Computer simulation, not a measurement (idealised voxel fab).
Process module, titled voxel self aligned contacts
The figure presents cross-section cut, which has a width of 250 nm and is divided into square cells with an edge length of 5 nm.
Throughout this document, each cross-section is represented as a grid of square cells and is presented as a sequence of bands enumerated from the top downward, where a band comprises one or more rows of cells. Within each band entry, the heights of the top and of the bottom of the band appear first, in that order and in nm; the materials of the band then follow from left to right, each with its corresponding width in nm. The designation "full width" on a single material indicates that it fills the band from edge to edge; the designation "empty" indicates empty space. Height reference: 0 = level under which incoming wafer is all one material. Lowest band: no bottom, runs on downward, e.g. "0 and below". A two-number width, for instance "30 to 40", indicates that the width is equal to the first number in the top row of the band and to the second number in the bottom row, and that it changes by a constant amount per row of cells. Any step labelled "identical to before" changed none of the cells in the cross-section. "Sealed-off cavities": sealed empty spaces, 8 cells or more, no open way to top, listed width x height at distance, with distance from the left edge and width, height and distance in nm. That trailing text on a step's line, after the settings, is the simulator's own remark on the step. The "overlay nm" setting may appear on a step's line; for a step that uses a mask, it gives how far to the right of its planned position the mask lay, and a negative value indicates the left.
## Steps planned for the process
1) RECEIVE | material Si
2) OXIDIZE | depth nm 5
3) DIRECTIONAL_DEP | material polySi | thk nm 25
4) DIRECTIONAL_DEP | material SiN | thk nm 20
5) MASKED_ETCH | tone cover | mask id GATE | width nm 25 | pitch nm 70 | etch materials SiN | depth nm 20 | overlay nm 0
6) MASKED_ETCH | tone cover | mask id GATE | width nm 25 | pitch nm 70 | etch materials polySi | depth nm 25 | overlay nm 0
7) CONFORMAL_DEP | material SiN | thk nm 10
8) DIRECTIONAL_ETCH | etch materials SiN | depth nm 10
9) FILL_DEP | material SiO2 | thk nm 15
10) CMP | height nm 50
11) PATTERN | tone open | mask id CONTACT | material resist | width nm 55 | thk nm 20 | overlay nm 0
12) DIRECTIONAL_ETCH | etch materials SiO2 | depth nm 55
13) STRIP | etch materials resist
14) CONFORMAL_DEP | material TiN | thk nm 5
15) FILL_DEP | material Ru | thk nm 10
16) CMP | height nm 50
17) CONFORMAL_DEP | material SiN | thk nm 5
## Shown in cross-section is the wafer as received, that is, as it stands after step 1
    0 and below: Si full width
    Sealed-off cavities: none
## Module complete, cross-section. Starting point and plan per above. One mistake made in running the module
    55 down to 50: SiN full width
    50 down to 45: 95 nm SiO2; 20 nm TiN; 15 nm Ru; 20 nm TiN; 100 nm SiO2
    45 down to 25: 65 nm SiO2; 45 nm SiN; 5 nm TiN; 15 nm Ru; 5 nm TiN; 45 nm SiN; 70 nm SiO2
    25 down to 5: 65 nm SiO2; 10 nm SiN; 25 nm polySi; 10 nm SiN; 5 nm TiN; 15 nm Ru; 5 nm TiN; 10 nm SiN; 25 nm polySi; 10 nm SiN; 70 nm SiO2
    5 down to 0: 65 nm SiO2; 10 nm SiN; 25 nm polySi; 10 nm SiN; 25 nm TiN; 10 nm SiN; 25 nm polySi; 10 nm SiN; 70 nm SiO2
    0 and below: Si full width
    Sealed-off cavities: none
Misprocessing identified: yeah, step 2 of the plan got skipped, never ran
